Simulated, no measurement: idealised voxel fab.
A process module follows: voxel transistor to metal.
Each square cell in cross-section cut measures 5 nm, and the section as a whole is 195 nm wide.
Format of a cross-section: grid, square cells. Given as bands. Order: top down. Band: one or more rows of cells.
Read a band's entry like this: the first values are the height of its top and the height of its bottom in nm, and what follows is the sequence of materials from left to right, each with its width in nm. Note that "air" is empty space, and that a single material marked "edge to edge" reaches across the band from edge to edge.
Height reference: 0 = level under which incoming wafer is all one material. Lowest band: no bottom, runs on downward, e.g. "0 and below".
Per-row width for "30->40": begins at first number (top row of band), ends at second number (bottom row), increment between rows held constant.
Where a step carries "nothing different", the cross-section came out of it unchanged, cell for cell.
Enclosed internal cavities: empty space of 8 cells or more with no open way to the top, each as width x height at its distance from the left edge, in nm
Anything after a step's settings on that line? It's the simulator's own note about the step.
When a step includes a mask, the "overlay nm" setting on its line states how far to the right of its planned place that mask lay, and negative values state how far to the left.
Listed below are the process steps as planned
| 1 | op RECEIVE | material Si |
| 2 | op CONFORMAL_DEP | material SiO2 | thk nm 5 |
| 3 | op CONFORMAL_DEP | material SiN | thk nm 10 |
| 4 | op MASKED_ETCH | tone cover | mask id ACTIVE | width nm 115 | etch materials SiN | depth nm 10 | overlay nm 0 |
| 5 | op MASKED_ETCH | tone cover | mask id ACTIVE | width nm 115 | etch materials SiO2 | depth nm 5 | overlay nm 0 |
| 6 | op MASKED_ETCH | tone cover | mask id ACTIVE | width nm 115 | etch materials Si | depth nm 30 | overlay nm 0 |
| 7 | op FILL_DEP | material SiO2 | thk nm 5 |
| 8 | op CMP | height nm 15 |
| 9 | op SELECTIVE_ETCH | etch materials SiO2 | depth nm 5 |
| 10 | op STRIP | etch materials SiN |
| 11 | op SELECTIVE_ETCH | etch materials SiO2 | depth nm 5 |
| 12 | op OXIDIZE | depth nm 5 |
| 13 | op DIRECTIONAL_DEP | material polySi | thk nm 20 |
| 14 | op DIRECTIONAL_DEP | material SiCN | thk nm 10 |
| 15 | op PATTERN | tone cover | mask id GATE | material resist | width nm 25 | thk nm 15 | overlay nm 0 |
| 16 | op DIRECTIONAL_ETCH | etch materials SiCN | depth nm 20 |
| 17 | op DIRECTIONAL_ETCH | etch materials polySi | depth nm 30 |
| 18 | op STRIP | etch materials resist |
| 19 | op CONFORMAL_DEP | material SiO2 | thk nm 5 |
| 20 | op DIRECTIONAL_ETCH | etch materials SiO2 | depth nm 5 |
| 21 | op CONFORMAL_DEP | material SiN | thk nm 10 |
| 22 | op DIRECTIONAL_ETCH | etch materials SiN | depth nm 10 |
| 23 | op DIRECTIONAL_ETCH | etch materials SiO2 | depth nm 5 |
| 24 | op DIRECTIONAL_ETCH | etch materials Si | depth nm 15 |
| 25 | op EPI | material SiGe | thk nm 15 |
| 26 | op FILL_DEP | material SiO2 | thk nm 5 |
| 27 | op CMP | height nm 20 |
| 28 | op STRIP | etch materials polySi |
| 29 | op SELECTIVE_ETCH | etch materials SiO2 | depth nm 5 |
| 30 | op CONFORMAL_DEP | material HfO2 | thk nm 5 |
| 31 | op CONFORMAL_DEP | material TiN | thk nm 5 |
| 32 | op FILL_DEP | material W | thk nm 10 |
| 33 | op CMP | height nm 15 |
| 34 | op DIRECTIONAL_DEP | material SiO2 | thk nm 15 |
| 35 | op MASKED_ETCH | tone open | mask id CONTACT | width nm 15 | pitch nm 80 | etch materials SiO2 | depth nm 20 | overlay nm 0 |
| 36 | op CONFORMAL_DEP | material TiN | thk nm 5 |
| 37 | op FILL_DEP | material W | thk nm 10 |
| 38 | op CMP | height nm 30 |
| 39 | op CONFORMAL_DEP | material SiCN | thk nm 5 |
| 40 | op DIRECTIONAL_DEP | material SiO2 | thk nm 25 |
| 41 | op MASKED_ETCH | tone open | mask id METAL_1 | width nm 15 | pitch nm 80 | etch materials SiO2 | depth nm 25 | overlay nm 0 |
| 42 | op MASKED_ETCH | tone open | mask id METAL_1 | width nm 15 | pitch nm 80 | etch materials SiCN | depth nm 5 | overlay nm 0 |
| 43 | op CONFORMAL_DEP | material TiN | thk nm 5 |
| 44 | op FILL_DEP | material Cu | thk nm 5 |
| 45 | op CMP | height nm 60 |
| 46 | op CONFORMAL_DEP | material SiCN | thk nm 5 |
| 47 | op DIRECTIONAL_DEP | material lowk | thk nm 25 |
| 48 | op MASKED_ETCH | tone open | mask id METAL_2 | width nm 15 | pitch nm 80 | etch materials lowk | depth nm 15 | overlay nm 0 |
| 49 | op DIRECTIONAL_DEP | material aC | thk nm 10 |
| 50 | op PATTERN | tone open | mask id METAL_2_HOLES | material resist | width nm 15 | pitch nm 80 | thk nm 30 | overlay nm 0 |
| 51 | op DIRECTIONAL_ETCH | etch materials aC | depth nm 10 |
| 52 | op STRIP | etch materials resist |
| 53 | op DIRECTIONAL_ETCH | etch materials lowk | depth nm 10 |
| 54 | op DIRECTIONAL_ETCH | etch materials SiCN | depth nm 5 |
| 55 | op STRIP | etch materials aC |
| 56 | op CONFORMAL_DEP | material TiN | thk nm 5 |
| 57 | op FILL_DEP | material Cu | thk nm 10 |
| 58 | op CMP | height nm 90 |
| 59 | op CONFORMAL_DEP | material SiN | thk nm 5 |
First out of two wafers; run went to plan
Incoming wafer, cross-sectional view, post step 1
  0 and below | Si edge to edge
  Enclosed internal cavities: none
State of the wafer after step 2, shown in cross-section
  5 down to 0 | SiO2 edge to edge
  Whatever lies below 0 is exactly as it was before.
State of the wafer after step 3, shown in cross-section
  15 down to 5 | SiN edge to edge
  Whatever lies below 5 is exactly as it was before.
State of the wafer after step 4, shown in cross-section
  15 down to 5 | air 40, SiN 115, air 40
  Whatever lies below 5 is exactly as it was before.
State of the wafer after step 5, shown in cross-section
  15 down to 5 | air 40, SiN 115, air 40
  5 down to 0 | air 40, SiO2 115, air 40
  Whatever lies below 0 is exactly as it was before.
State of the wafer after step 6, shown in cross-section
  15 down to 5 | air 40, SiN 115, air 40
  5 down to 0 | air 40, SiO2 115, air 40
  0 down to -30 | air 40, Si 115, air 40
  Whatever lies below -30 is exactly as it was before.
State of the wafer after step 7, shown in cross-section
  20 down to 15 | SiO2 edge to edge
  15 down to 5 | SiO2 40, SiN 115, SiO2 40
  5 down to 0 | SiO2 edge to edge
  0 down to -30 | SiO2 40, Si 115, SiO2 40
  Whatever lies below -30 is exactly as it was before.
State of the wafer after step 8, shown in cross-section
  15 down to 5 | SiO2 40, SiN 115, SiO2 40
  Whatever lies below 5 is exactly as it was before.
State of the wafer after step 9, shown in cross-section
  15 down to 10 | air 40, SiN 115, air 40
  Whatever lies below 10 is exactly as it was before.
State of the wafer after step 10, shown in cross-section
  10 down to 5 | SiO2 40, air 115, SiO2 40
  Whatever lies below 5 is exactly as it was before.
State of the wafer after step 11, shown in cross-section
  5 down to 0 | SiO2 35, air 125, SiO2 35
  Whatever lies below 0 is exactly as it was before.
State of the wafer after step 12, shown in cross-section
  5 down to 0 | SiO2 35, air 125, SiO2 35
  0 down to -5 | SiO2 edge to edge
  Whatever lies below -5 is exactly as it was before.
State of the wafer after step 13, shown in cross-section
  25 down to 20 | polySi 35, air 125, polySi 35
  20 down to 5 | polySi edge to edge
  5 down to 0 | SiO2 35, polySi 125, SiO2 35
  Whatever lies below 0 is exactly as it was before.
State of the wafer after step 14, shown in cross-section
  35 down to 30 | SiCN 35, air 125, SiCN 35
  30 down to 25 | SiCN edge to edge
  25 down to 20 | polySi 35, SiCN 125, polySi 35
  Whatever lies below 20 is exactly as it was before.
State of the wafer after step 15, shown in cross-section
  50 down to 35 | air 85, resist 25, air 85
  35 down to 30 | SiCN 35, air 50, resist 25, air 50, SiCN 35
  Whatever lies below 30 is exactly as it was before.
State of the wafer after step 16, shown in cross-section
  50 down to 30 | air 85, resist 25, air 85
  30 down to 25 | air 85, SiCN 25, air 85
  25 down to 20 | polySi 35, air 50, SiCN 25, air 50, polySi 35
  Whatever lies below 20 is exactly as it was before.
State of the wafer after step 17, shown in cross-section
  50 down to 30 | air 85, resist 25, air 85
  30 down to 20 | air 85, SiCN 25, air 85
  20 down to 5 | air 85, polySi 25, air 85
  5 down to 0 | SiO2 35, air 50, polySi 25, air 50, SiO2 35
  Whatever lies below 0 is exactly as it was before.
State of the wafer after step 18, shown in cross-section
  30 down to 20 | air 85, SiCN 25, air 85
  Whatever lies below 20 is exactly as it was before.
State of the wafer after step 19, shown in cross-section
  35 down to 30 | air 80, SiO2 35, air 80
  30 down to 20 | air 80, SiO2 5, SiCN 25, SiO2 5, air 80
  20 down to 10 | air 80, SiO2 5, polySi 25, SiO2 5, air 80
  10 down to 5 | SiO2 40, air 40, SiO2 5, polySi 25, SiO2 5, air 40, SiO2 40
  5 down to 0 | SiO2 85, polySi 25, SiO2 85
  Whatever lies below 0 is exactly as it was before.
State of the wafer after step 20, shown in cross-section
  30 down to 20 | air 80, SiO2 5, SiCN 25, SiO2 5, air 80
  20 down to 5 | air 80, SiO2 5, polySi 25, SiO2 5, air 80
  5 down to 0 | SiO2 40, air 40, SiO2 5, polySi 25, SiO2 5, air 40, SiO2 40
  Whatever lies below 0 is exactly as it was before.
State of the wafer after step 21, shown in cross-section
  40 down to 30 | air 70, SiN 55, air 70
  30 down to 20 | air 70, SiN 10, SiO2 5, SiCN 25, SiO2 5, SiN 10, air 70
  20 down to 15 | air 70, SiN 10, SiO2 5, polySi 25, SiO2 5, SiN 10, air 70
  15 down to 10 | SiN 50, air 20, SiN 10, SiO2 5, polySi 25, SiO2 5, SiN 10, air 20, SiN 50
  10 down to 5 | SiN 80, SiO2 5, polySi 25, SiO2 5, SiN 80
  5 down to 0 | SiO2 40, SiN 40, SiO2 5, polySi 25, SiO2 5, SiN 40, SiO2 40
  Whatever lies below 0 is exactly as it was before.
State of the wafer after step 22, shown in cross-section
  30 down to 20 | air 70, SiN 10, SiO2 5, SiCN 25, SiO2 5, SiN 10, air 70
  20 down to 5 | air 70, SiN 10, SiO2 5, polySi 25, SiO2 5, SiN 10, air 70
  5 down to 0 | SiO2 40, SiN 10, air 20, SiN 10, SiO2 5, polySi 25, SiO2 5, SiN 10, air 20, SiN 10, SiO2 40
  Whatever lies below 0 is exactly as it was before.
State of the wafer after step 23, shown in cross-section
  30 down to 25 | air 70, SiN 10, air 5, SiCN 25, air 5, SiN 10, air 70
  25 down to 20 | air 70, SiN 10, SiO2 5, SiCN 25, SiO2 5, SiN 10, air 70
  20 down to 5 | air 70, SiN 10, SiO2 5, polySi 25, SiO2 5, SiN 10, air 70
  5 down to 0 | air 40, SiN 10, air 20, SiN 10, SiO2 5, polySi 25, SiO2 5, SiN 10, air 20, SiN 10, air 40
  0 down to -5 | SiO2 50, air 20, SiO2 55, air 20, SiO2 50
  Whatever lies below -5 is exactly as it was before.
State of the wafer after step 24, shown in cross-section
  30 down to 25 | air 70, SiN 10, air 5, SiCN 25, air 5, SiN 10, air 70
  25 down to 20 | air 70, SiN 10, SiO2 5, SiCN 25, SiO2 5, SiN 10, air 70
  20 down to 5 | air 70, SiN 10, SiO2 5, polySi 25, SiO2 5, SiN 10, air 70
  5 down to 0 | air 40, SiN 10, air 20, SiN 10, SiO2 5, polySi 25, SiO2 5, SiN 10, air 20, SiN 10, air 40
  0 down to -5 | SiO2 50, air 20, SiO2 55, air 20, SiO2 50
  -5 down to -20 | SiO2 40, Si 10, air 20, Si 55, air 20, Si 10, SiO2 40
  Whatever lies below -20 is exactly as it was before.
State of the wafer after step 25, shown in cross-section
  30 down to 25 | air 70, SiN 10, air 5, SiCN 25, air 5, SiN 10, air 70
  25 down to 20 | air 70, SiN 10, SiO2 5, SiCN 25, SiO2 5, SiN 10, air 70
  20 down to 10 | air 70, SiN 10, SiO2 5, polySi 25, SiO2 5, SiN 10, air 70
  10 down to 5 | air 45, SiGe 25, SiN 10, SiO2 5, polySi 25, SiO2 5, SiN 10, SiGe 25, air 45
  5 down to 0 | air 40, SiN 10, SiGe 20, SiN 10, SiO2 5, polySi 25, SiO2 5, SiN 10, SiGe 20, SiN 10, air 40
  0 down to -5 | SiO2 50, SiGe 20, SiO2 55, SiGe 20, SiO2 50
  -5 down to -20 | SiO2 40, Si 10, SiGe 20, Si 55, SiGe 20, Si 10, SiO2 40
  Whatever lies below -20 is exactly as it was before.
State of the wafer after step 26, shown in cross-section
  35 down to 30 | SiO2 edge to edge
  30 down to 20 | SiO2 70, SiN 10, SiO2 5, SiCN 25, SiO2 5, SiN 10, SiO2 70
  20 down to 10 | SiO2 70, SiN 10, SiO2 5, polySi 25, SiO2 5, SiN 10, SiO2 70
  10 down to 5 | SiO2 45, SiGe 25, SiN 10, SiO2 5, polySi 25, SiO2 5, SiN 10, SiGe 25, SiO2 45
  5 down to 0 | SiO2 40, SiN 10, SiGe 20, SiN 10, SiO2 5, polySi 25, SiO2 5, SiN 10, SiGe 20, SiN 10, SiO2 40
  Whatever lies below 0 is exactly as it was before.
State of the wafer after step 27, shown in cross-section
  20 down to 10 | SiO2 70, SiN 10, SiO2 5, polySi 25, SiO2 5, SiN 10, SiO2 70
  Whatever lies below 10 is exactly as it was before.
State of the wafer after step 28, shown in cross-section
  20 down to 10 | SiO2 70, SiN 10, SiO2 5, air 25, SiO2 5, SiN 10, SiO2 70
  10 down to 5 | SiO2 45, SiGe 25, SiN 10, SiO2 5, air 25, SiO2 5, SiN 10, SiGe 25, SiO2 45
  5 down to 0 | SiO2 40, SiN 10, SiGe 20, SiN 10, SiO2 5, air 25, SiO2 5, SiN 10, SiGe 20, SiN 10, SiO2 40
  Whatever lies below 0 is exactly as it was before.
State of the wafer after step 29, shown in cross-section
  20 down to 15 | air 70, SiN 10, air 35, SiN 10, air 70
  15 down to 10 | SiO2 70, SiN 10, air 35, SiN 10, SiO2 70
  10 down to 5 | SiO2 45, SiGe 25, SiN 10, air 35, SiN 10, SiGe 25, SiO2 45
  5 down to 0 | SiO2 40, SiN 10, SiGe 20, SiN 10, air 35, SiN 10, SiGe 20, SiN 10, SiO2 40
  0 down to -5 | SiO2 50, SiGe 20, SiO2 10, air 35, SiO2 10, SiGe 20, SiO2 50
  Whatever lies below -5 is exactly as it was before.
State of the wafer after step 30, shown in cross-section
  25 down to 20 | air 65, HfO2 20, air 25, HfO2 20, air 65
  20 down to 15 | HfO2 70, SiN 10, HfO2 5, air 25, HfO2 5, SiN 10, HfO2 70
  15 down to 10 | SiO2 70, SiN 10, HfO2 5, air 25, HfO2 5, SiN 10, SiO2 70
  10 down to 5 | SiO2 45, SiGe 25, SiN 10, HfO2 5, air 25, HfO2 5, SiN 10, SiGe 25, SiO2 45
  5 down to 0 | SiO2 40, SiN 10, SiGe 20, SiN 10, HfO2 5, air 25, HfO2 5, SiN 10, SiGe 20, SiN 10, SiO2 40
  0 down to -5 | SiO2 50, SiGe 20, SiO2 10, HfO2 35, SiO2 10, SiGe 20, SiO2 50
  Whatever lies below -5 is exactly as it was before.
State of the wafer after step 31, shown in cross-section
  30 down to 25 | air 60, TiN 30, air 15, TiN 30, air 60
  25 down to 20 | TiN 65, HfO2 20, TiN 5, air 15, TiN 5, HfO2 20, TiN 65
  20 down to 15 | HfO2 70, SiN 10, HfO2 5, TiN 5, air 15, TiN 5, HfO2 5, SiN 10, HfO2 70
  15 down to 10 | SiO2 70, SiN 10, HfO2 5, TiN 5, air 15, TiN 5, HfO2 5, SiN 10, SiO2 70
  10 down to 5 | SiO2 45, SiGe 25, SiN 10, HfO2 5, TiN 5, air 15, TiN 5, HfO2 5, SiN 10, SiGe 25, SiO2 45
  5 down to 0 | SiO2 40, SiN 10, SiGe 20, SiN 10, HfO2 5, TiN 25, HfO2 5, SiN 10, SiGe 20, SiN 10, SiO2 40
  Whatever lies below 0 is exactly as it was before.
State of the wafer after step 32, shown in cross-section
  40 down to 30 | W edge to edge
  30 down to 25 | W 60, TiN 30, W 15, TiN 30, W 60
  25 down to 20 | TiN 65, HfO2 20, TiN 5, W 15, TiN 5, HfO2 20, TiN 65
  20 down to 15 | HfO2 70, SiN 10, HfO2 5, TiN 5, W 15, TiN 5, HfO2 5, SiN 10, HfO2 70
  15 down to 10 | SiO2 70, SiN 10, HfO2 5, TiN 5, W 15, TiN 5, HfO2 5, SiN 10, SiO2 70
  10 down to 5 | SiO2 45, SiGe 25, SiN 10, HfO2 5, TiN 5, W 15, TiN 5, HfO2 5, SiN 10, SiGe 25, SiO2 45
  Whatever lies below 5 is exactly as it was before.
State of the wafer after step 33, shown in cross-section
  15 down to 10 | SiO2 70, SiN 10, HfO2 5, TiN 5, W 15, TiN 5, HfO2 5, SiN 10, SiO2 70
  Whatever lies below 10 is exactly as it was before.
State of the wafer after step 34, shown in cross-section
  30 down to 15 | SiO2 edge to edge
  Whatever lies below 15 is exactly as it was before.
State of the wafer after step 35, shown in cross-section
  30 down to 15 | SiO2 50, air 15, SiO2 65, air 15, SiO2 50
  15 down to 10 | SiO2 50, air 15, SiO2 5, SiN 10, HfO2 5, TiN 5, W 15, TiN 5, HfO2 5, SiN 10, SiO2 5, air 15, SiO2 50
  Whatever lies below 10 is exactly as it was before.
State of the wafer after step 36, shown in cross-section
  35 down to 30 | TiN 55, air 5, TiN 75, air 5, TiN 55
  30 down to 15 | SiO2 50, TiN 5, air 5, TiN 5, SiO2 65, TiN 5, air 5, TiN 5, SiO2 50
  15 down to 10 | SiO2 50, TiN 15, SiO2 5, SiN 10, HfO2 5, TiN 5, W 15, TiN 5, HfO2 5, SiN 10, SiO2 5, TiN 15, SiO2 50
  Whatever lies below 10 is exactly as it was before.
State of the wafer after step 37, shown in cross-section
  45 down to 35 | W edge to edge
  35 down to 30 | TiN 55, W 5, TiN 75, W 5, TiN 55
  30 down to 15 | SiO2 50, TiN 5, W 5, TiN 5, SiO2 65, TiN 5, W 5, TiN 5, SiO2 50
  Whatever lies below 15 is exactly as it was before.
State of the wafer after step 38, shown in cross-section
  30 down to 15 | SiO2 50, TiN 5, W 5, TiN 5, SiO2 65, TiN 5, W 5, TiN 5, SiO2 50
  Whatever lies below 15 is exactly as it was before.
State of the wafer after step 39, shown in cross-section
  35 down to 30 | SiCN edge to edge
  Whatever lies below 30 is exactly as it was before.
State of the wafer after step 40, shown in cross-section
  60 down to 35 | SiO2 edge to edge
  Whatever lies below 35 is exactly as it was before.
State of the wafer after step 41, shown in cross-section
  60 down to 35 | SiO2 50, air 15, SiO2 65, air 15, SiO2 50
  Whatever lies below 35 is exactly as it was before.
State of the wafer after step 42, shown in cross-section
  60 down to 35 | SiO2 50, air 15, SiO2 65, air 15, SiO2 50
  35 down to 30 | SiCN 50, air 15, SiCN 65, air 15, SiCN 50
  Whatever lies below 30 is exactly as it was before.
State of the wafer after step 43, shown in cross-section
  65 down to 60 | TiN 55, air 5, TiN 75, air 5, TiN 55
  60 down to 35 | SiO2 50, TiN 5, air 5, TiN 5, SiO2 65, TiN 5, air 5, TiN 5, SiO2 50
  35 down to 30 | SiCN 50, TiN 15, SiCN 65, TiN 15, SiCN 50
  Whatever lies below 30 is exactly as it was before.
State of the wafer after step 44, shown in cross-section
  70 down to 65 | Cu edge to edge
  65 down to 60 | TiN 55, Cu 5, TiN 75, Cu 5, TiN 55
  60 down to 35 | SiO2 50, TiN 5, Cu 5, TiN 5, SiO2 65, TiN 5, Cu 5, TiN 5, SiO2 50
  Whatever lies below 35 is exactly as it was before.
State of the wafer after step 45, shown in cross-section
  60 down to 35 | SiO2 50, TiN 5, Cu 5, TiN 5, SiO2 65, TiN 5, Cu 5, TiN 5, SiO2 50
  Whatever lies below 35 is exactly as it was before.
State of the wafer after step 46, shown in cross-section
  65 down to 60 | SiCN edge to edge
  Whatever lies below 60 is exactly as it was before.
State of the wafer after step 47, shown in cross-section
  90 down to 65 | lowk edge to edge
  Whatever lies below 65 is exactly as it was before.
State of the wafer after step 48, shown in cross-section
  90 down to 75 | lowk 50, air 15, lowk 65, air 15, lowk 50
  Whatever lies below 75 is exactly as it was before.
State of the wafer after step 49, shown in cross-section
  100 down to 90 | aC 50, air 15, aC 65, air 15, aC 50
  90 down to 85 | lowk 50, air 15, lowk 65, air 15, lowk 50
  85 down to 75 | lowk 50, aC 15, lowk 65, aC 15, lowk 50
  Whatever lies below 75 is exactly as it was before.
State of the wafer after step 50, shown in cross-section
  130 down to 100 | resist 50, air 15, resist 65, air 15, resist 50
  Whatever lies below 100 is exactly as it was before.
State of the wafer after step 51, shown in cross-section
  120 down to 100 | resist 50, air 15, resist 65, air 15, resist 50
  100 down to 90 | aC 50, air 15, aC 65, air 15, aC 50
  90 down to 75 | lowk 50, air 15, lowk 65, air 15, lowk 50
  Whatever lies below 75 is exactly as it was before.
State of the wafer after step 52, shown in cross-section
  100 down to 90 | aC 50, air 15, aC 65, air 15, aC 50
  Whatever lies below 90 is exactly as it was before.
State of the wafer after step 53, shown in cross-section
  100 down to 90 | aC 50, air 15, aC 65, air 15, aC 50
  90 down to 65 | lowk 50, air 15, lowk 65, air 15, lowk 50
  Whatever lies below 65 is exactly as it was before.
State of the wafer after step 54, shown in cross-section
  100 down to 90 | aC 50, air 15, aC 65, air 15, aC 50
  90 down to 65 | lowk 50, air 15, lowk 65, air 15, lowk 50
  65 down to 60 | SiCN 50, air 15, SiCN 65, air 15, SiCN 50
  Whatever lies below 60 is exactly as it was before.
State of the wafer after step 55, shown in cross-section
  90 down to 65 | lowk 50, air 15, lowk 65, air 15, lowk 50
  Whatever lies below 65 is exactly as it was before.
State of the wafer after step 56, shown in cross-section
  95 down to 90 | TiN 55, air 5, TiN 75, air 5, TiN 55
  90 down to 65 | lowk 50, TiN 5, air 5, TiN 5, lowk 65, TiN 5, air 5, TiN 5, lowk 50
  65 down to 60 | SiCN 50, TiN 15, SiCN 65, TiN 15, SiCN 50
  Whatever lies below 60 is exactly as it was before.
State of the wafer after step 57, shown in cross-section
  105 down to 95 | Cu edge to edge
  95 down to 90 | TiN 55, Cu 5, TiN 75, Cu 5, TiN 55
  90 down to 65 | lowk 50, TiN 5, Cu 5, TiN 5, lowk 65, TiN 5, Cu 5, TiN 5, lowk 50
  Whatever lies below 65 is exactly as it was before.
State of the wafer after step 58, shown in cross-section
  90 down to 65 | lowk 50, TiN 5, Cu 5, TiN 5, lowk 65, TiN 5, Cu 5, TiN 5, lowk 50
  Whatever lies below 65 is exactly as it was before.
State of the wafer after step 59, shown in cross-section
  95 down to 90 | SiN edge to edge
  Whatever lies below 90 is exactly as it was before.
Second Wafer (Identical Start and Plan, One Processing Error; Matches First Wafer Through Step 34)
Cross-section, second wafer, at the end time the plan gives for step 35
  30 down to 15 | SiO2 45, air 25, SiO2 55, air 25, SiO2 45
  15 down to 10 | SiO2 45, air 25, SiN 10, HfO2 5, TiN 5, W 15, TiN 5, HfO2 5, SiN 10, air 25, SiO2 45
  Whatever lies below 10 is exactly as it was before.
Cross-section, second wafer, at the end time the plan gives for step 36
  35 down to 30 | TiN 50, air 15, TiN 65, air 15, TiN 50
  30 down to 15 | SiO2 45, TiN 5, air 15, TiN 5, SiO2 55, TiN 5, air 15, TiN 5, SiO2 45
  15 down to 10 | SiO2 45, TiN 25, SiN 10, HfO2 5, TiN 5, W 15, TiN 5, HfO2 5, SiN 10, TiN 25, SiO2 45
  Whatever lies below 10 is exactly as it was before.
Cross-section, second wafer, at the end time the plan gives for step 37
  45 down to 35 | W edge to edge
  35 down to 30 | TiN 50, W 15, TiN 65, W 15, TiN 50
  30 down to 15 | SiO2 45, TiN 5, W 15, TiN 5, SiO2 55, TiN 5, W 15, TiN 5, SiO2 45
  Whatever lies below 15 is exactly as it was before.
Cross-section, second wafer, at the end time the plan gives for step 38
  30 down to 15 | SiO2 45, TiN 5, W 15, TiN 5, SiO2 55, TiN 5, W 15, TiN 5, SiO2 45
  Whatever lies below 15 is exactly as it was before.
Cross-section, second wafer, at the end time the plan gives for step 39
  35 down to 30 | SiCN edge to edge
  Whatever lies below 30 is exactly as it was before.
Cross-section, second wafer, at the end time the plan gives for step 40
  60 down to 35 | SiO2 edge to edge
  Whatever lies below 35 is exactly as it was before.
Cross-section, second wafer, at the end time the plan gives for step 41
  60 down to 35 | SiO2 50, air 15, SiO2 65, air 15, SiO2 50
  Whatever lies below 35 is exactly as it was before.
Cross-section, second wafer, at the end time the plan gives for step 42
  60 down to 35 | SiO2 50, air 15, SiO2 65, air 15, SiO2 50
  35 down to 30 | SiCN 50, air 15, SiCN 65, air 15, SiCN 50
  Whatever lies below 30 is exactly as it was before.
Cross-section, second wafer, at the end time the plan gives for step 43
  65 down to 60 | TiN 55, air 5, TiN 75, air 5, TiN 55
  60 down to 35 | SiO2 50, TiN 5, air 5, TiN 5, SiO2 65, TiN 5, air 5, TiN 5, SiO2 50
  35 down to 30 | SiCN 50, TiN 15, SiCN 65, TiN 15, SiCN 50
  Whatever lies below 30 is exactly as it was before.
Cross-section, second wafer, at the end time the plan gives for step 44
  70 down to 65 | Cu edge to edge
  65 down to 60 | TiN 55, Cu 5, TiN 75, Cu 5, TiN 55
  60 down to 35 | SiO2 50, TiN 5, Cu 5, TiN 5, SiO2 65, TiN 5, Cu 5, TiN 5, SiO2 50
  Whatever lies below 35 is exactly as it was before.
Cross-section, second wafer, at the end time the plan gives for step 45
  60 down to 35 | SiO2 50, TiN 5, Cu 5, TiN 5, SiO2 65, TiN 5, Cu 5, TiN 5, SiO2 50
  Whatever lies below 35 is exactly as it was before.
Cross-section, second wafer, at the end time the plan gives for step 46
  65 down to 60 | SiCN edge to edge
  Whatever lies below 60 is exactly as it was before.
Cross-section, second wafer, at the end time the plan gives for step 47
  90 down to 65 | lowk edge to edge
  Whatever lies below 65 is exactly as it was before.
Cross-section, second wafer, at the end time the plan gives for step 48
  90 down to 75 | lowk 50, air 15, lowk 65, air 15, lowk 50
  Whatever lies below 75 is exactly as it was before.
Cross-section, second wafer, at the end time the plan gives for step 49
  100 down to 90 | aC 50, air 15, aC 65, air 15, aC 50
  90 down to 85 | lowk 50, air 15, lowk 65, air 15, lowk 50
  85 down to 75 | lowk 50, aC 15, lowk 65, aC 15, lowk 50
  Whatever lies below 75 is exactly as it was before.
Cross-section, second wafer, at the end time the plan gives for step 50
  130 down to 100 | resist 50, air 15, resist 65, air 15, resist 50
  Whatever lies below 100 is exactly as it was before.
Cross-section, second wafer, at the end time the plan gives for step 51
  120 down to 100 | resist 50, air 15, resist 65, air 15, resist 50
  100 down to 90 | aC 50, air 15, aC 65, air 15, aC 50
  90 down to 75 | lowk 50, air 15, lowk 65, air 15, lowk 50
  Whatever lies below 75 is exactly as it was before.
Cross-section, second wafer, at the end time the plan gives for step 52
  100 down to 90 | aC 50, air 15, aC 65, air 15, aC 50
  Whatever lies below 90 is exactly as it was before.
Cross-section, second wafer, at the end time the plan gives for step 53
  100 down to 90 | aC 50, air 15, aC 65, air 15, aC 50
  90 down to 65 | lowk 50, air 15, lowk 65, air 15, lowk 50
  Whatever lies below 65 is exactly as it was before.
Cross-section, second wafer, at the end time the plan gives for step 54
  100 down to 90 | aC 50, air 15, aC 65, air 15, aC 50
  90 down to 65 | lowk 50, air 15, lowk 65, air 15, lowk 50
  65 down to 60 | SiCN 50, air 15, SiCN 65, air 15, SiCN 50
  Whatever lies below 60 is exactly as it was before.
Cross-section, second wafer, at the end time the plan gives for step 55
  90 down to 65 | lowk 50, air 15, lowk 65, air 15, lowk 50
  Whatever lies below 65 is exactly as it was before.
Cross-section, second wafer, at the end time the plan gives for step 56
  95 down to 90 | TiN 55, air 5, TiN 75, air 5, TiN 55
  90 down to 65 | lowk 50, TiN 5, air 5, TiN 5, lowk 65, TiN 5, air 5, TiN 5, lowk 50
  65 down to 60 | SiCN 50, TiN 15, SiCN 65, TiN 15, SiCN 50
  Whatever lies below 60 is exactly as it was before.
Cross-section, second wafer, at the end time the plan gives for step 57
  105 down to 95 | Cu edge to edge
  95 down to 90 | TiN 55, Cu 5, TiN 75, Cu 5, TiN 55
  90 down to 65 | lowk 50, TiN 5, Cu 5, TiN 5, lowk 65, TiN 5, Cu 5, TiN 5, lowk 50
  Whatever lies below 65 is exactly as it was before.
Cross-section, second wafer, at the end time the plan gives for step 58
  90 down to 65 | lowk 50, TiN 5, Cu 5, TiN 5, lowk 65, TiN 5, Cu 5, TiN 5, lowk 50
  Whatever lies below 65 is exactly as it was before.
Cross-section, second wafer, at the end time the plan gives for step 59
  95 down to 90 | SiN edge to edge
  Whatever lies below 90 is exactly as it was before.
Finding, execution versus plan: the process deviated at step 35: the operation and settings actually run there were op MASKED_ETCH | tone open | mask id CONTACT | width nm 25 | pitch nm 80 | etch materials SiO2 | depth nm 20 | overlay nm 0
It is noted that, at the conclusion of processing, the second wafer exhibits a higher or lower cell count for certain materials relative to the first: -16 SiO2 | +4 TiN | +12 W
